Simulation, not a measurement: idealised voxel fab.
A process module follows: voxel self aligned contacts.
Section cut is 290 nm wide and gridded with 5 nm square cells.
Throughout this document, each cross-section is represented as a grid of square cells and is presented as a sequence of bands enumerated from the top downward, where a band comprises one or more rows of cells. For a band, the entry starts with two heights in nm, that of the top and then that of the bottom, and carries on with the band's materials in order from left to right, each alongside its width in nm; the word "full width" beside a single material means it fills the band edge to edge, and "empty" means empty space. A quick word on heights: they are counted from 0, and under that level the wafer as it came to us is one material throughout. The lowest band is different from the rest in having no bottom; it simply continues downward, written as in "z 0 and below". Graded width ("30->40"): value in top row of band = first number; value in bottom row = second number; row-to-row change constant. When a step is marked "nothing got changed", none of the cells in the cross-section changed during that step. The label "Voids, sealed" introduces a list of the empty spaces, 8 cells or larger, that have no open way up to the top; each entry in it reads width x height at distance, where the distance is taken from the left edge and all three are stated in nm. Read whatever lies past the settings on a step's line as the simulator's own remark about the step. overlay nm: mask offset rightward from planned place, masked step; negative means leftward offset.

SO HERE'S THE LINEUP OF PROCESS STEPS WE PLANNED
1 RECEIVE (material Si)
2 CONFORMAL_DEP (material SiO2; thk nm 5)
3 DIRECTIONAL_DEP (material polySi; thk nm 25)
4 DIRECTIONAL_DEP (material SiN; thk nm 20)
5 DIRECTIONAL_DEP (material aC; thk nm 10)
6 PATTERN (tone cover; mask id GATE; material resist; width nm 35; pitch nm 60; thk nm 25; overlay nm 0)
7 DIRECTIONAL_ETCH (etch materials aC; depth nm 10)
8 STRIP (etch materials resist)
9 DIRECTIONAL_ETCH (etch materials SiN; depth nm 20)
10 DIRECTIONAL_ETCH (etch materials polySi; depth nm 25)
11 STRIP (etch materials aC)
12 CONFORMAL_DEP (material SiN; thk nm 5)
13 DIRECTIONAL_ETCH (etch materials SiN; depth nm 5)
14 FILL_DEP (material SiO2; thk nm 10)
15 CMP (height nm 55)
16 MASKED_ETCH (tone open; mask id CONTACT; width nm 35; etch materials SiO2; depth nm 55; overlay nm 0)
17 CONFORMAL_DEP (material TiN; thk nm 5)
18 FILL_DEP (material W; thk nm 5)
19 CMP (height nm 55)
20 CONFORMAL_DEP (material SiN; thk nm 5)

WAFER CROSS-SECTION ON RECEIPT, I.E. AFTER STEP 1
- z 0 and below | Si full width
- Voids, sealed: none

END STATE OF THE MODULE IN CROSS-SECTION, GIVEN THE ABOVE STARTING POINT AND PLAN AND ONE MISTAKE IN EXECUTION
- z 60 to 55 | SiN full width
- z 55 to 50 | 125 SiO2, 15 TiN, 10 W, 10 TiN, 130 SiO2
- z 50 to 30 | 95 SiO2, 40 SiN, 5 TiN, 10 W, 5 TiN, 40 SiN, 95 SiO2
- z 30 to 5 | 95 SiO2, 5 SiN, 30 polySi, 5 SiN, 5 TiN, 10 W, 5 TiN, 5 SiN, 30 polySi, 5 SiN, 95 SiO2
- z 5 to 0 | 135 SiO2, 20 TiN, 135 SiO2
- z 0 and below | Si full width
- Voids, sealed: none
What went wrong in running the wafer? step 6 ran with different settings than intended, the actual operation and settings being PATTERN (tone cover; mask id GATE; material resist; width nm 30; pitch nm 60; thk nm 25; overlay nm 0)
